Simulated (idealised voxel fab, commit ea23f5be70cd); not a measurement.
The following is a process module called voxel capacitor over wiring.
Section shown: cut. Width: 150 nm. Cell size: 5 nm, square.
How to read a cross-section here: the picture is a grid of square cells, written as bands going from the top down, and any band can span one or more rows of cells.
Top, bottom (nm), then materials left to right with widths (nm); lone material tagged "everywhere" fills the whole band edge to edge; "blank" = empty space.
The reference from which all heights are counted is 0, the level beneath which the as-received wafer is entirely one material; the lowest band, having no lower bound, proceeds downward and is written after the example "0 nm and below".
Width: "30..40" (first number = top row, second number = bottom row, same change from row to row of cells).
"nothing altered", as given for a step, is the statement that not any cell of the cross-section underwent a change during that step.
The entry "Entrapped voids" lists the empty spaces that cover at least 8 cells and have no open path to the top. Each is written as width x height at distance, where the distance is measured from the left edge and all three values are in nm.
after a step's settings: what the simulator itself notes on the step
What "overlay nm" on a step's line means: if the step has a mask, that mask lay this far to the right of its planned place, or, when the value is negative, to the left.

Steps in the process plan
1. RECEIVE [material Si]
2. CONFORMAL_DEP [material SiO2] [thk nm 15]
3. CONFORMAL_DEP [material SiCN] [thk nm 5]
4. DIRECTIONAL_DEP [material SiO2] [thk nm 25]
5. PATTERN [tone open] [mask id METAL_1] [material resist] [width nm 20] [pitch nm 90] [thk nm 15] [overlay nm 0]
6. DIRECTIONAL_ETCH [etch materials SiO2] [depth nm 25]
7. DIRECTIONAL_ETCH [etch materials SiCN] [depth nm 5]
8. STRIP [etch materials resist]
9. CONFORMAL_DEP [material TiN] [thk nm 5]
10. FILL_DEP [material W] [thk nm 10]
11. CMP [height nm 45]
12. CONFORMAL_DEP [material SiCN] [thk nm 5]
13. DIRECTIONAL_DEP [material lowk] [thk nm 10]
14. MASKED_ETCH [tone open] [mask id PLUG_1] [width nm 15] [etch materials lowk] [depth nm 10] [overlay nm 0]
15. MASKED_ETCH [tone open] [mask id PLUG_1] [width nm 15] [etch materials SiCN] [depth nm 5] [overlay nm 0]
16. EPI [material Ru] [thk nm 10]
17. EPI [material Ru] [thk nm 5]
18. DIRECTIONAL_DEP [material TiN] [thk nm 10]
19. DIRECTIONAL_DEP [material HfO2] [thk nm 5]
20. DIRECTIONAL_DEP [material TiN] [thk nm 10]
21. MASKED_ETCH [tone cover] [mask id UPPER_PLATE] [width nm 75] [etch materials TiN] [depth nm 10] [overlay nm 0]
22. MASKED_ETCH [tone cover] [mask id UPPER_PLATE] [width nm 75] [etch materials HfO2] [depth nm 5] [overlay nm 0]
23. DIRECTIONAL_DEP [material aC] [thk nm 15]
24. PATTERN [tone cover] [mask id LOWER_PLATE] [material resist] [width nm 85] [thk nm 35] [overlay nm 0]
25. DIRECTIONAL_ETCH [etch materials aC] [depth nm 15]
26. STRIP [etch materials resist]
27. DIRECTIONAL_ETCH [etch materials TiN] [depth nm 10]
28. STRIP [etch materials aC]
29. FILL_DEP [material SiO2] [thk nm 20]
30. CMP [height nm 100]
31. MASKED_ETCH [tone open] [mask id PLUG_2] [width nm 15] [etch materials SiO2] [depth nm 15] [overlay nm 0]
32. CONFORMAL_DEP [material TiN] [thk nm 5]
33. FILL_DEP [material Cu] [thk nm 5]
34. CMP [height nm 100]
35. CONFORMAL_DEP [material SiCN] [thk nm 5]

The cross-section here shows the wafer as received, i.e. in its state after step 1
    0 nm and below: Si everywhere
    Entrapped voids: none

First of two wafers, end-of-module section, run followed plan
    105 nm to 100 nm: SiCN everywhere
    100 nm to 90 nm: SiO2 (35), then TiN (5), then Cu (5), then TiN (5), then SiO2 (100)
    90 nm to 85 nm: SiO2 (35), then TiN (15), then SiO2 (100)
    85 nm to 75 nm: SiO2 (25), then TiN (75), then SiO2 (50)
    75 nm to 70 nm: SiO2 (25), then HfO2 (75), then SiO2 (50)
    70 nm to 60 nm: SiO2 (20), then TiN (85), then SiO2 (45)
    60 nm to 50 nm: lowk (25), then Ru (15), then lowk (110)
    50 nm to 45 nm: SiCN (25), then Ru (15), then SiCN (110)
    45 nm to 20 nm: SiO2 (20), then TiN (5), then W (10), then TiN (5), then SiO2 (70), then TiN (5), then W (10), then TiN (5), then SiO2 (20)
    20 nm to 15 nm: SiCN (20), then TiN (20), then SiCN (70), then TiN (20), then SiCN (20)
    15 nm to 0 nm: SiO2 everywhere
    0 nm and below: Si everywhere
    Entrapped voids: none

Presented here is a cross-section of the second of the two wafers as it stood at the end of the module. It was started in the same manner and assigned the same plan as the first wafer; however, one mistake was made in its execution
    105 nm to 100 nm: SiCN everywhere
    100 nm to 90 nm: SiO2 (35), then TiN (5), then Cu (5), then TiN (5), then SiO2 (100)
    90 nm to 85 nm: SiO2 (35), then TiN (15), then SiO2 (100)
    85 nm to 75 nm: SiO2 (40), then TiN (60), then SiO2 (50)
    75 nm to 70 nm: SiO2 (40), then HfO2 (60), then SiO2 (50)
    70 nm to 60 nm: SiO2 (20), then TiN (85), then SiO2 (45)
    60 nm to 55 nm: lowk (25), then HfO2 (15), then lowk (110)
    55 nm to 50 nm: lowk (25), then TiN (15), then lowk (110)
    50 nm to 45 nm: SiCN (25), then TiN (15), then SiCN (110)
    45 nm to 20 nm: W (15), then TiN (5), then SiO2 (20), then TiN (5), then W (60), then TiN (5), then SiO2 (20), then TiN (5), then W (15)
    20 nm to 15 nm: TiN (20), then SiCN (20), then TiN (70), then SiCN (20), then TiN (20)
    15 nm to 0 nm: SiO2 everywhere
    0 nm and below: Si everywhere
    Entrapped voids: none
In executing the process, a mistake was made relative to the plan: step 5 went in with a setting other than planned; the actual run was PATTERN [tone cover] [mask id METAL_1] [material resist] [width nm 20] [pitch nm 90] [thk nm 15] [overlay nm 0]
Once processing is complete, comparing cell counts shows that the second wafer has more or fewer of certain materials than the first: 9 fewer of Ru | 14 fewer of SiCN | 61 fewer of SiO2 | 14 more of TiN | 70 more of W
